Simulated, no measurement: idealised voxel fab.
Title: Process Module voxel capacitor over wiring
Cross-sectional view cut (width: 220 nm; square cell size: 5 nm).
When this document writes out a cross-section, it uses a grid of square cells and lists it as bands, beginning at the top and moving down, with a band standing for one or more rows of cells. A band entry consists of two parts. The first gives the height of the band's top and the height of its bottom, in nm. The rest lists the band's materials from left to right, each with its width in nm. A single material labelled with the word "all across" fills the band from edge to edge, and the word "blank" marks empty space. Heights are measured from 0, the level below which the as-received wafer is all one material; the lowest band has no bottom and continues downward, written as in "0..down". The two numbers in a width such as "30 to 40" mark its ends across the band: the first belongs to the top row of cells, the second to the bottom row, and from each row to the next the width moves by the same amount. Where the words "nothing changed" appear for a step, the cross-section shows no cell changed by that step; every cell remained as before. Enclosed voids (no open way to top), threshold 8 cells or more, entry "Closed void roster", notation width x height at distance, distance from left edge, nm. after a step's settings: what the simulator itself notes on the step. On any step carrying a mask, the "overlay nm" setting, if present on the step's line, tells how far right of its planned place the mask lay; negative values point to the left.
These are the steps we planned for the process
1 RECEIVE with material Si
2 CONFORMAL_DEP with material SiO2, thk nm 10
3 CONFORMAL_DEP with material SiN, thk nm 5
4 DIRECTIONAL_DEP with material SiO2, thk nm 15
5 PATTERN with tone open, mask id METAL_1, material resist, width nm 20, pitch nm 90, thk nm 20, overlay nm 0
6 DIRECTIONAL_ETCH with etch materials SiO2, depth nm 15
7 DIRECTIONAL_ETCH with etch materials SiN, depth nm 5
8 STRIP with etch materials resist
9 CONFORMAL_DEP with material TiN, thk nm 5
10 FILL_DEP with material Ru, thk nm 5
11 CMP with height nm 30
12 EPI with material Ru, thk nm 5
13 FILL_DEP with material SiCN, thk nm 5
14 DIRECTIONAL_DEP with material lowk, thk nm 20
15 MASKED_ETCH with tone open, mask id PLUG_1, width nm 15, etch materials lowk, depth nm 20, overlay nm 0
16 MASKED_ETCH with tone open, mask id PLUG_1, width nm 15, etch materials SiCN, depth nm 5, overlay nm 0
17 CONFORMAL_DEP with material TiN, thk nm 5
18 FILL_DEP with material Cu, thk nm 10
19 CMP with height nm 60
20 DIRECTIONAL_DEP with material TiN, thk nm 10
21 DIRECTIONAL_DEP with material SiN, thk nm 5
22 DIRECTIONAL_DEP with material TiN, thk nm 5
23 PATTERN with tone cover, mask id UPPER_PLATE, material resist, width nm 75, thk nm 15, overlay nm 0
24 DIRECTIONAL_ETCH with etch materials TiN, depth nm 5
25 DIRECTIONAL_ETCH with etch materials SiN, depth nm 5
26 STRIP with etch materials resist
27 DIRECTIONAL_DEP with material aC, thk nm 10
28 PATTERN with tone cover, mask id LOWER_PLATE, material resist, width nm 85, thk nm 25, overlay nm 0
29 DIRECTIONAL_ETCH with etch materials aC, depth nm 10
30 STRIP with etch materials resist
31 DIRECTIONAL_ETCH with etch materials TiN, depth nm 10
32 STRIP with etch materials aC
33 FILL_DEP with material SiO2, thk nm 20
34 CMP with height nm 95
35 PATTERN with tone open, mask id PLUG_2, material resist, width nm 15, thk nm 15, overlay nm 0
36 DIRECTIONAL_ETCH with etch materials SiO2, depth nm 15
37 STRIP with etch materials resist
38 CONFORMAL_DEP with material TiN, thk nm 5
39 FILL_DEP with material Cu, thk nm 10
40 CMP with height nm 95
41 CONFORMAL_DEP with material SiN, thk nm 5
As-received wafer cross-section (after step 1)
0..down  Si all across
Closed void roster: none
The following cross-section depicts the wafer upon conclusion of the module. Processing commenced from the starting condition illustrated above and adhered to the plan illustrated above, save for one mistake in execution
100..95  SiN all across
95..90  70 SiO2; 5 TiN; 5 Cu; 5 TiN; 135 SiO2
90..80  70 to 60 SiO2; 15 to 75 TiN; 135 to 85 SiO2
80..75  60 SiO2; 75 SiN; 85 SiO2
75..65  55 SiO2; 85 TiN; 80 SiO2
65..60  TiN all across
60..40  60 lowk; 5 TiN; 5 Cu; 5 TiN; 145 lowk
40..35  60 SiCN; 15 TiN; 145 SiCN
35..30  50 SiCN; 30 Ru; 60 SiCN; 30 Ru; 50 SiCN
30..15  55 SiO2; 5 TiN; 10 Ru; 5 TiN; 70 SiO2; 5 TiN; 10 Ru; 5 TiN; 55 SiO2
15..10  55 SiN; 20 TiN; 70 SiN; 20 TiN; 55 SiN
10..0  SiO2 all across
0..down  Si all across
Closed void roster: none
What was the processing mistake? step 20 did not use the planned setting and instead ran as DIRECTIONAL_DEP with material TiN, thk nm 15
